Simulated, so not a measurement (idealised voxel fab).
A process module follows: voxel capacitor over wiring.
For reference, the cross-section in this document is cut, with width 180 nm and square cells of 5 nm.
If you're reading a cross-section in this doc, picture square cells in a grid; it comes to you as bands, top ones listed first down to the bottom, and a band can be one or more rows of cells. Band: top and bottom heights (nm) first, top before bottom; then materials from left to right, widths in nm. "full width" marks a sole material filling the band edge to edge. "empty" denotes empty space. Heads up on the height convention: 0 is the point under which the incoming wafer is all one material, and the lowest band has no bottom, it just keeps going down, like "0 nm and below". The expression "30 to 40" gives the width at the extremes of the band, the first number at its top row of cells and the second at its bottom row, with the width changing by equal amounts from each row to the next in between. Step note "no alteration" = no cross-section cell changed. In the "Entrapped voids" entry, you get each enclosed empty space of 8 cells or more, one with no open way to the top, written width x height at distance, distance from the left edge, in nm. Formally, on a step line, whatever follows the settings is a remark that the simulator itself makes on the step. overlay nm: how far to the right of its planned place the mask lay on this masked step (negative: to the left).

**These are the steps we planned for the process**
| 1 | RECEIVE: material Si |
| 2 | CONFORMAL_DEP: material SiO2, thk nm 15 |
| 3 | CONFORMAL_DEP: material SiN, thk nm 5 |
| 4 | DIRECTIONAL_DEP: material lowk, thk nm 20 |
| 5 | DIRECTIONAL_DEP: material aC, thk nm 10 |
| 6 | PATTERN: tone open, mask id METAL_1, material resist, width nm 25, pitch nm 75, thk nm 30, overlay nm 0 |
| 7 | DIRECTIONAL_ETCH: etch materials aC, depth nm 10 |
| 8 | STRIP: etch materials resist |
| 9 | DIRECTIONAL_ETCH: etch materials lowk, depth nm 20 |
| 10 | DIRECTIONAL_ETCH: etch materials SiN, depth nm 5 |
| 11 | STRIP: etch materials aC |
| 12 | CONFORMAL_DEP: material TiN, thk nm 5 |
| 13 | FILL_DEP: material W, thk nm 10 |
| 14 | CMP: height nm 40 |
| 15 | CONFORMAL_DEP: material SiCN, thk nm 5 |
| 16 | DIRECTIONAL_DEP: material lowk, thk nm 15 |
| 17 | DIRECTIONAL_DEP: material aC, thk nm 15 |
| 18 | PATTERN: tone open, mask id PLUG_1, material resist, width nm 15, thk nm 35, overlay nm 0 |
| 19 | DIRECTIONAL_ETCH: etch materials aC, depth nm 15 |
| 20 | STRIP: etch materials resist |
| 21 | DIRECTIONAL_ETCH: etch materials lowk, depth nm 15 |
| 22 | DIRECTIONAL_ETCH: etch materials SiCN, depth nm 5 |
| 23 | STRIP: etch materials aC |
| 24 | CONFORMAL_DEP: material TiN, thk nm 5 |
| 25 | FILL_DEP: material Ru, thk nm 5 |
| 26 | CMP: height nm 60 |
| 27 | DIRECTIONAL_DEP: material TiN, thk nm 10 |
| 28 | DIRECTIONAL_DEP: material Al2O3, thk nm 5 |
| 29 | DIRECTIONAL_DEP: material TiN, thk nm 5 |
| 30 | PATTERN: tone cover, mask id UPPER_PLATE, material resist, width nm 55, thk nm 20, overlay nm 0 |
| 31 | DIRECTIONAL_ETCH: etch materials TiN, depth nm 5 |
| 32 | DIRECTIONAL_ETCH: etch materials Al2O3, depth nm 5 |
| 33 | STRIP: etch materials resist |
| 34 | PATTERN: tone cover, mask id LOWER_PLATE, material resist, width nm 65, thk nm 20, overlay nm 0 |
| 35 | DIRECTIONAL_ETCH: etch materials TiN, depth nm 10 |
| 36 | STRIP: etch materials resist |
| 37 | FILL_DEP: material SiO2, thk nm 20 |
| 38 | CMP: height nm 95 |
| 39 | DIRECTIONAL_DEP: material aC, thk nm 15 |
| 40 | PATTERN: tone open, mask id PLUG_2, material resist, width nm 15, thk nm 30, overlay nm 0 |
| 41 | DIRECTIONAL_ETCH: etch materials aC, depth nm 15 |
| 42 | STRIP: etch materials resist |
| 43 | DIRECTIONAL_ETCH: etch materials SiO2, depth nm 15 |
| 44 | STRIP: etch materials aC |
| 45 | CONFORMAL_DEP: material TiN, thk nm 5 |
| 46 | FILL_DEP: material Cu, thk nm 10 |
| 47 | CMP: height nm 95 |
| 48 | CONFORMAL_DEP: material SiN, thk nm 5 |

**First of two wafers, processed according to plan**

**Cross-sectional view of the wafer in its as-received condition, corresponding to the state after step 1**
    0 nm and below | Si full width
    Entrapped voids: none

**The following cross-section depicts the wafer upon completion of step 2**
    15 nm to 0 nm | SiO2 full width
    Whatever lies below 0 is exactly as it was before.

**The following cross-section depicts the wafer upon completion of step 3**
    20 nm to 15 nm | SiN full width
    Whatever lies below 15 is exactly as it was before.

**The following cross-section depicts the wafer upon completion of step 4**
    40 nm to 20 nm | lowk full width
    Whatever lies below 20 is exactly as it was before.

**The following cross-section depicts the wafer upon completion of step 5**
    50 nm to 40 nm | aC full width
    Whatever lies below 40 is exactly as it was before.

**The following cross-section depicts the wafer upon completion of step 6**
    80 nm to 50 nm | 40 resist; 25 empty; 50 resist; 25 empty; 40 resist
    Whatever lies below 50 is exactly as it was before.

**The following cross-section depicts the wafer upon completion of step 7**
    70 nm to 50 nm | 40 resist; 25 empty; 50 resist; 25 empty; 40 resist
    50 nm to 40 nm | 40 aC; 25 empty; 50 aC; 25 empty; 40 aC
    Whatever lies below 40 is exactly as it was before.

**The following cross-section depicts the wafer upon completion of step 8**
    50 nm to 40 nm | 40 aC; 25 empty; 50 aC; 25 empty; 40 aC
    Whatever lies below 40 is exactly as it was before.

**The following cross-section depicts the wafer upon completion of step 9**
    50 nm to 40 nm | 40 aC; 25 empty; 50 aC; 25 empty; 40 aC
    40 nm to 20 nm | 40 lowk; 25 empty; 50 lowk; 25 empty; 40 lowk
    Whatever lies below 20 is exactly as it was before.

**The following cross-section depicts the wafer upon completion of step 10**
    50 nm to 40 nm | 40 aC; 25 empty; 50 aC; 25 empty; 40 aC
    40 nm to 20 nm | 40 lowk; 25 empty; 50 lowk; 25 empty; 40 lowk
    20 nm to 15 nm | 40 SiN; 25 empty; 50 SiN; 25 empty; 40 SiN
    Whatever lies below 15 is exactly as it was before.

**The following cross-section depicts the wafer upon completion of step 11**
    40 nm to 20 nm | 40 lowk; 25 empty; 50 lowk; 25 empty; 40 lowk
    Whatever lies below 20 is exactly as it was before.

**The following cross-section depicts the wafer upon completion of step 12**
    45 nm to 40 nm | 45 TiN; 15 empty; 60 TiN; 15 empty; 45 TiN
    40 nm to 20 nm | 40 lowk; 5 TiN; 15 empty; 5 TiN; 50 lowk; 5 TiN; 15 empty; 5 TiN; 40 lowk
    20 nm to 15 nm | 40 SiN; 25 TiN; 50 SiN; 25 TiN; 40 SiN
    Whatever lies below 15 is exactly as it was before.

**The following cross-section depicts the wafer upon completion of step 13**
    55 nm to 45 nm | W full width
    45 nm to 40 nm | 45 TiN; 15 W; 60 TiN; 15 W; 45 TiN
    40 nm to 20 nm | 40 lowk; 5 TiN; 15 W; 5 TiN; 50 lowk; 5 TiN; 15 W; 5 TiN; 40 lowk
    Whatever lies below 20 is exactly as it was before.

**The following cross-section depicts the wafer upon completion of step 14**
    40 nm to 20 nm | 40 lowk; 5 TiN; 15 W; 5 TiN; 50 lowk; 5 TiN; 15 W; 5 TiN; 40 lowk
    Whatever lies below 20 is exactly as it was before.

**The following cross-section depicts the wafer upon completion of step 15**
    45 nm to 40 nm | SiCN full width
    Whatever lies below 40 is exactly as it was before.

**The following cross-section depicts the wafer upon completion of step 16**
    60 nm to 45 nm | lowk full width
    Whatever lies below 45 is exactly as it was before.

**The following cross-section depicts the wafer upon completion of step 17**
    75 nm to 60 nm | aC full width
    Whatever lies below 60 is exactly as it was before.

**The following cross-section depicts the wafer upon completion of step 18**
    110 nm to 75 nm | 50 resist; 15 empty; 115 resist
    Whatever lies below 75 is exactly as it was before.

**The following cross-section depicts the wafer upon completion of step 19**
    95 nm to 75 nm | 50 resist; 15 empty; 115 resist
    75 nm to 60 nm | 50 aC; 15 empty; 115 aC
    Whatever lies below 60 is exactly as it was before.

**The following cross-section depicts the wafer upon completion of step 20**
    75 nm to 60 nm | 50 aC; 15 empty; 115 aC
    Whatever lies below 60 is exactly as it was before.

**The following cross-section depicts the wafer upon completion of step 21**
    75 nm to 60 nm | 50 aC; 15 empty; 115 aC
    60 nm to 45 nm | 50 lowk; 15 empty; 115 lowk
    Whatever lies below 45 is exactly as it was before.

**The following cross-section depicts the wafer upon completion of step 22**
    75 nm to 60 nm | 50 aC; 15 empty; 115 aC
    60 nm to 45 nm | 50 lowk; 15 empty; 115 lowk
    45 nm to 40 nm | 50 SiCN; 15 empty; 115 SiCN
    Whatever lies below 40 is exactly as it was before.

**The following cross-section depicts the wafer upon completion of step 23**
    60 nm to 45 nm | 50 lowk; 15 empty; 115 lowk
    Whatever lies below 45 is exactly as it was before.

**The following cross-section depicts the wafer upon completion of step 24**
    65 nm to 60 nm | 55 TiN; 5 empty; 120 TiN
    60 nm to 45 nm | 50 lowk; 5 TiN; 5 empty; 5 TiN; 115 lowk
    45 nm to 40 nm | 50 SiCN; 15 TiN; 115 SiCN
    Whatever lies below 40 is exactly as it was before.

**The following cross-section depicts the wafer upon completion of step 25**
    70 nm to 65 nm | Ru full width
    65 nm to 60 nm | 55 TiN; 5 Ru; 120 TiN
    60 nm to 45 nm | 50 lowk; 5 TiN; 5 Ru; 5 TiN; 115 lowk
    Whatever lies below 45 is exactly as it was before.

**The following cross-section depicts the wafer upon completion of step 26**
    60 nm to 45 nm | 50 lowk; 5 TiN; 5 Ru; 5 TiN; 115 lowk
    Whatever lies below 45 is exactly as it was before.

**The following cross-section depicts the wafer upon completion of step 27**
    70 nm to 60 nm | TiN full width
    Whatever lies below 60 is exactly as it was before.

**The following cross-section depicts the wafer upon completion of step 28**
    75 nm to 70 nm | Al2O3 full width
    Whatever lies below 70 is exactly as it was before.

**The following cross-section depicts the wafer upon completion of step 29**
    80 nm to 75 nm | TiN full width
    Whatever lies below 75 is exactly as it was before.

**The following cross-section depicts the wafer upon completion of step 30**
    100 nm to 80 nm | 50 empty; 55 resist; 75 empty
    Whatever lies below 80 is exactly as it was before.

**The following cross-section depicts the wafer upon completion of step 31**
    100 nm to 80 nm | 50 empty; 55 resist; 75 empty
    80 nm to 75 nm | 50 empty; 55 TiN; 75 empty
    Whatever lies below 75 is exactly as it was before.

**The following cross-section depicts the wafer upon completion of step 32**
    100 nm to 80 nm | 50 empty; 55 resist; 75 empty
    80 nm to 75 nm | 50 empty; 55 TiN; 75 empty
    75 nm to 70 nm | 50 empty; 55 Al2O3; 75 empty
    Whatever lies below 70 is exactly as it was before.

**The following cross-section depicts the wafer upon completion of step 33**
    80 nm to 75 nm | 50 empty; 55 TiN; 75 empty
    Whatever lies below 75 is exactly as it was before.

**The following cross-section depicts the wafer upon completion of step 34**
    100 nm to 80 nm | 45 empty; 65 resist; 70 empty
    80 nm to 75 nm | 45 empty; 5 resist; 55 TiN; 5 resist; 70 empty
    75 nm to 70 nm | 45 empty; 5 resist; 55 Al2O3; 5 resist; 70 empty
    Whatever lies below 70 is exactly as it was before.

**The following cross-section depicts the wafer upon completion of step 35**
    100 nm to 80 nm | 45 empty; 65 resist; 70 empty
    80 nm to 75 nm | 45 empty; 5 resist; 55 TiN; 5 resist; 70 empty
    75 nm to 70 nm | 45 empty; 5 resist; 55 Al2O3; 5 resist; 70 empty
    70 nm to 60 nm | 45 empty; 65 TiN; 70 empty
    Whatever lies below 60 is exactly as it was before.

**The following cross-section depicts the wafer upon completion of step 36**
    80 nm to 75 nm | 50 empty; 55 TiN; 75 empty
    75 nm to 70 nm | 50 empty; 55 Al2O3; 75 empty
    Whatever lies below 70 is exactly as it was before.

**The following cross-section depicts the wafer upon completion of step 37**
    100 nm to 80 nm | SiO2 full width
    80 nm to 75 nm | 50 SiO2; 55 TiN; 75 SiO2
    75 nm to 70 nm | 50 SiO2; 55 Al2O3; 75 SiO2
    70 nm to 60 nm | 45 SiO2; 65 TiN; 70 SiO2
    Whatever lies below 60 is exactly as it was before.

**The following cross-section depicts the wafer upon completion of step 38**
    95 nm to 80 nm | SiO2 full width
    Whatever lies below 80 is exactly as it was before.

**The following cross-section depicts the wafer upon completion of step 39**
    110 nm to 95 nm | aC full width
    Whatever lies below 95 is exactly as it was before.

**The following cross-section depicts the wafer upon completion of step 40**
    140 nm to 110 nm | 60 resist; 15 empty; 105 resist
    Whatever lies below 110 is exactly as it was before.

**The following cross-section depicts the wafer upon completion of step 41**
    125 nm to 110 nm | 60 resist; 15 empty; 105 resist
    110 nm to 95 nm | 60 aC; 15 empty; 105 aC
    Whatever lies below 95 is exactly as it was before.

**The following cross-section depicts the wafer upon completion of step 42**
    110 nm to 95 nm | 60 aC; 15 empty; 105 aC
    Whatever lies below 95 is exactly as it was before.

**The following cross-section depicts the wafer upon completion of step 43**
    110 nm to 95 nm | 60 aC; 15 empty; 105 aC
    95 nm to 80 nm | 60 SiO2; 15 empty; 105 SiO2
    Whatever lies below 80 is exactly as it was before.

**The following cross-section depicts the wafer upon completion of step 44**
    95 nm to 80 nm | 60 SiO2; 15 empty; 105 SiO2
    Whatever lies below 80 is exactly as it was before.

**The following cross-section depicts the wafer upon completion of step 45**
    100 nm to 95 nm | 65 TiN; 5 empty; 110 TiN
    95 nm to 85 nm | 60 SiO2; 5 TiN; 5 empty; 5 TiN; 105 SiO2
    85 nm to 75 nm | 60 to 50 SiO2; 15 to 55 TiN; 105 to 75 SiO2
    Whatever lies below 75 is exactly as it was before.

**The following cross-section depicts the wafer upon completion of step 46**
    110 nm to 100 nm | Cu full width
    100 nm to 95 nm | 65 TiN; 5 Cu; 110 TiN
    95 nm to 85 nm | 60 SiO2; 5 TiN; 5 Cu; 5 TiN; 105 SiO2
    Whatever lies below 85 is exactly as it was before.

**The following cross-section depicts the wafer upon completion of step 47**
    95 nm to 85 nm | 60 SiO2; 5 TiN; 5 Cu; 5 TiN; 105 SiO2
    Whatever lies below 85 is exactly as it was before.

**The following cross-section depicts the wafer upon completion of step 48**
    100 nm to 95 nm | SiN full width
    Whatever lies below 95 is exactly as it was before.

**The Second Wafer: Common Origin and Plan, One Mistake in Execution, Identical to the First Through Step 2**

**Here is the second wafer in cross-section at the point where step 3 of the plan should have been done**
    35 nm to 15 nm | lowk full width
    Whatever lies below 15 is exactly as it was before.

**Here is the second wafer in cross-section at the point where step 4 of the plan should have been done**
    40 nm to 35 nm | SiN full width
    Whatever lies below 35 is exactly as it was before.

**Here is the second wafer in cross-section at the point where step 5 of the plan should have been done**
    50 nm to 40 nm | aC full width
    Whatever lies below 40 is exactly as it was before.

**Here is the second wafer in cross-section at the point where step 6 of the plan should have been done**
    80 nm to 50 nm | 40 resist; 25 empty; 50 resist; 25 empty; 40 resist
    Whatever lies below 50 is exactly as it was before.

**Here is the second wafer in cross-section at the point where step 7 of the plan should have been done**
    70 nm to 50 nm | 40 resist; 25 empty; 50 resist; 25 empty; 40 resist
    50 nm to 40 nm | 40 aC; 25 empty; 50 aC; 25 empty; 40 aC
    Whatever lies below 40 is exactly as it was before.

**Here is the second wafer in cross-section at the point where step 8 of the plan should have been done**
    50 nm to 40 nm | 40 aC; 25 empty; 50 aC; 25 empty; 40 aC
    Whatever lies below 40 is exactly as it was before.

Here is the second wafer in cross-section at the point where step 9 of the plan should have been done: no alteration

**Here is the second wafer in cross-section at the point where step 10 of the plan should have been done**
    50 nm to 40 nm | 40 aC; 25 empty; 50 aC; 25 empty; 40 aC
    40 nm to 35 nm | 40 SiN; 25 empty; 50 SiN; 25 empty; 40 SiN
    Whatever lies below 35 is exactly as it was before.

**Here is the second wafer in cross-section at the point where step 11 of the plan should have been done**
    40 nm to 35 nm | 40 SiN; 25 empty; 50 SiN; 25 empty; 40 SiN
    Whatever lies below 35 is exactly as it was before.

**Here is the second wafer in cross-section at the point where step 12 of the plan should have been done**
    45 nm to 40 nm | 45 TiN; 15 empty; 60 TiN; 15 empty; 45 TiN
    40 nm to 35 nm | 40 SiN; 25 TiN; 50 SiN; 25 TiN; 40 SiN
    Whatever lies below 35 is exactly as it was before.

**Here is the second wafer in cross-section at the point where step 13 of the plan should have been done**
    55 nm to 45 nm | W full width
    45 nm to 40 nm | 45 TiN; 15 W; 60 TiN; 15 W; 45 TiN
    Whatever lies below 40 is exactly as it was before.

**Here is the second wafer in cross-section at the point where step 14 of the plan should have been done**
    40 nm to 35 nm | 40 SiN; 25 TiN; 50 SiN; 25 TiN; 40 SiN
    Whatever lies below 35 is exactly as it was before.

**Here is the second wafer in cross-section at the point where step 15 of the plan should have been done**
    45 nm to 40 nm | SiCN full width
    Whatever lies below 40 is exactly as it was before.

**Here is the second wafer in cross-section at the point where step 16 of the plan should have been done**
    60 nm to 45 nm | lowk full width
    Whatever lies below 45 is exactly as it was before.

**Here is the second wafer in cross-section at the point where step 17 of the plan should have been done**
    75 nm to 60 nm | aC full width
    Whatever lies below 60 is exactly as it was before.

**Here is the second wafer in cross-section at the point where step 18 of the plan should have been done**
    110 nm to 75 nm | 50 resist; 15 empty; 115 resist
    Whatever lies below 75 is exactly as it was before.

**Here is the second wafer in cross-section at the point where step 19 of the plan should have been done**
    95 nm to 75 nm | 50 resist; 15 empty; 115 resist
    75 nm to 60 nm | 50 aC; 15 empty; 115 aC
    Whatever lies below 60 is exactly as it was before.

**Here is the second wafer in cross-section at the point where step 20 of the plan should have been done**
    75 nm to 60 nm | 50 aC; 15 empty; 115 aC
    Whatever lies below 60 is exactly as it was before.

**Here is the second wafer in cross-section at the point where step 21 of the plan should have been done**
    75 nm to 60 nm | 50 aC; 15 empty; 115 aC
    60 nm to 45 nm | 50 lowk; 15 empty; 115 lowk
    Whatever lies below 45 is exactly as it was before.

**Here is the second wafer in cross-section at the point where step 22 of the plan should have been done**
    75 nm to 60 nm | 50 aC; 15 empty; 115 aC
    60 nm to 45 nm | 50 lowk; 15 empty; 115 lowk
    45 nm to 40 nm | 50 SiCN; 15 empty; 115 SiCN
    Whatever lies below 40 is exactly as it was before.

**Here is the second wafer in cross-section at the point where step 23 of the plan should have been done**
    60 nm to 45 nm | 50 lowk; 15 empty; 115 lowk
    Whatever lies below 45 is exactly as it was before.

**Here is the second wafer in cross-section at the point where step 24 of the plan should have been done**
    65 nm to 60 nm | 55 TiN; 5 empty; 120 TiN
    60 nm to 45 nm | 50 lowk; 5 TiN; 5 empty; 5 TiN; 115 lowk
    45 nm to 40 nm | 50 SiCN; 15 TiN; 115 SiCN
    Whatever lies below 40 is exactly as it was before.

**Here is the second wafer in cross-section at the point where step 25 of the plan should have been done**
    70 nm to 65 nm | Ru full width
    65 nm to 60 nm | 55 TiN; 5 Ru; 120 TiN
    60 nm to 45 nm | 50 lowk; 5 TiN; 5 Ru; 5 TiN; 115 lowk
    Whatever lies below 45 is exactly as it was before.

**Here is the second wafer in cross-section at the point where step 26 of the plan should have been done**
    60 nm to 45 nm | 50 lowk; 5 TiN; 5 Ru; 5 TiN; 115 lowk
    Whatever lies below 45 is exactly as it was before.

**Here is the second wafer in cross-section at the point where step 27 of the plan should have been done**
    70 nm to 60 nm | TiN full width
    Whatever lies below 60 is exactly as it was before.

**Here is the second wafer in cross-section at the point where step 28 of the plan should have been done**
    75 nm to 70 nm | Al2O3 full width
    Whatever lies below 70 is exactly as it was before.

**Here is the second wafer in cross-section at the point where step 29 of the plan should have been done**
    80 nm to 75 nm | TiN full width
    Whatever lies below 75 is exactly as it was before.

**Here is the second wafer in cross-section at the point where step 30 of the plan should have been done**
    100 nm to 80 nm | 50 empty; 55 resist; 75 empty
    Whatever lies below 80 is exactly as it was before.

**Here is the second wafer in cross-section at the point where step 31 of the plan should have been done**
    100 nm to 80 nm | 50 empty; 55 resist; 75 empty
    80 nm to 75 nm | 50 empty; 55 TiN; 75 empty
    Whatever lies below 75 is exactly as it was before.

**Here is the second wafer in cross-section at the point where step 32 of the plan should have been done**
    100 nm to 80 nm | 50 empty; 55 resist; 75 empty
    80 nm to 75 nm | 50 empty; 55 TiN; 75 empty
    75 nm to 70 nm | 50 empty; 55 Al2O3; 75 empty
    Whatever lies below 70 is exactly as it was before.

**Here is the second wafer in cross-section at the point where step 33 of the plan should have been done**
    80 nm to 75 nm | 50 empty; 55 TiN; 75 empty
    Whatever lies below 75 is exactly as it was before.

**Here is the second wafer in cross-section at the point where step 34 of the plan should have been done**
    100 nm to 80 nm | 45 empty; 65 resist; 70 empty
    80 nm to 75 nm | 45 empty; 5 resist; 55 TiN; 5 resist; 70 empty
    75 nm to 70 nm | 45 empty; 5 resist; 55 Al2O3; 5 resist; 70 empty
    Whatever lies below 70 is exactly as it was before.

**Here is the second wafer in cross-section at the point where step 35 of the plan should have been done**
    100 nm to 80 nm | 45 empty; 65 resist; 70 empty
    80 nm to 75 nm | 45 empty; 5 resist; 55 TiN; 5 resist; 70 empty
    75 nm to 70 nm | 45 empty; 5 resist; 55 Al2O3; 5 resist; 70 empty
    70 nm to 60 nm | 45 empty; 65 TiN; 70 empty
    Whatever lies below 60 is exactly as it was before.

**Here is the second wafer in cross-section at the point where step 36 of the plan should have been done**
    80 nm to 75 nm | 50 empty; 55 TiN; 75 empty
    75 nm to 70 nm | 50 empty; 55 Al2O3; 75 empty
    Whatever lies below 70 is exactly as it was before.

**Here is the second wafer in cross-section at the point where step 37 of the plan should have been done**
    100 nm to 80 nm | SiO2 full width
    80 nm to 75 nm | 50 SiO2; 55 TiN; 75 SiO2
    75 nm to 70 nm | 50 SiO2; 55 Al2O3; 75 SiO2
    70 nm to 60 nm | 45 SiO2; 65 TiN; 70 SiO2
    Whatever lies below 60 is exactly as it was before.

**Here is the second wafer in cross-section at the point where step 38 of the plan should have been done**
    95 nm to 80 nm | SiO2 full width
    Whatever lies below 80 is exactly as it was before.

**Here is the second wafer in cross-section at the point where step 39 of the plan should have been done**
    110 nm to 95 nm | aC full width
    Whatever lies below 95 is exactly as it was before.

**Here is the second wafer in cross-section at the point where step 40 of the plan should have been done**
    140 nm to 110 nm | 60 resist; 15 empty; 105 resist
    Whatever lies below 110 is exactly as it was before.

**Here is the second wafer in cross-section at the point where step 41 of the plan should have been done**
    125 nm to 110 nm | 60 resist; 15 empty; 105 resist
    110 nm to 95 nm | 60 aC; 15 empty; 105 aC
    Whatever lies below 95 is exactly as it was before.

**Here is the second wafer in cross-section at the point where step 42 of the plan should have been done**
    110 nm to 95 nm | 60 aC; 15 empty; 105 aC
    Whatever lies below 95 is exactly as it was before.

**Here is the second wafer in cross-section at the point where step 43 of the plan should have been done**
    110 nm to 95 nm | 60 aC; 15 empty; 105 aC
    95 nm to 80 nm | 60 SiO2; 15 empty; 105 SiO2
    Whatever lies below 80 is exactly as it was before.

**Here is the second wafer in cross-section at the point where step 44 of the plan should have been done**
    95 nm to 80 nm | 60 SiO2; 15 empty; 105 SiO2
    Whatever lies below 80 is exactly as it was before.

**Here is the second wafer in cross-section at the point where step 45 of the plan should have been done**
    100 nm to 95 nm | 65 TiN; 5 empty; 110 TiN
    95 nm to 85 nm | 60 SiO2; 5 TiN; 5 empty; 5 TiN; 105 SiO2
    85 nm to 75 nm | 60 to 50 SiO2; 15 to 55 TiN; 105 to 75 SiO2
    Whatever lies below 75 is exactly as it was before.

**Here is the second wafer in cross-section at the point where step 46 of the plan should have been done**
    110 nm to 100 nm | Cu full width
    100 nm to 95 nm | 65 TiN; 5 Cu; 110 TiN
    95 nm to 85 nm | 60 SiO2; 5 TiN; 5 Cu; 5 TiN; 105 SiO2
    Whatever lies below 85 is exactly as it was before.

**Here is the second wafer in cross-section at the point where step 47 of the plan should have been done**
    95 nm to 85 nm | 60 SiO2; 5 TiN; 5 Cu; 5 TiN; 105 SiO2
    Whatever lies below 85 is exactly as it was before.

**Here is the second wafer in cross-section at the point where step 48 of the plan should have been done**
    100 nm to 95 nm | SiN full width
    Whatever lies below 95 is exactly as it was before.
Run error: deviation from plan: step 4 and step 3 executed in one another's positions
Materials where the second wafer ends with more or fewer cells than the first: TiN: 16 fewer; W: 24 fewer; lowk: 40 more
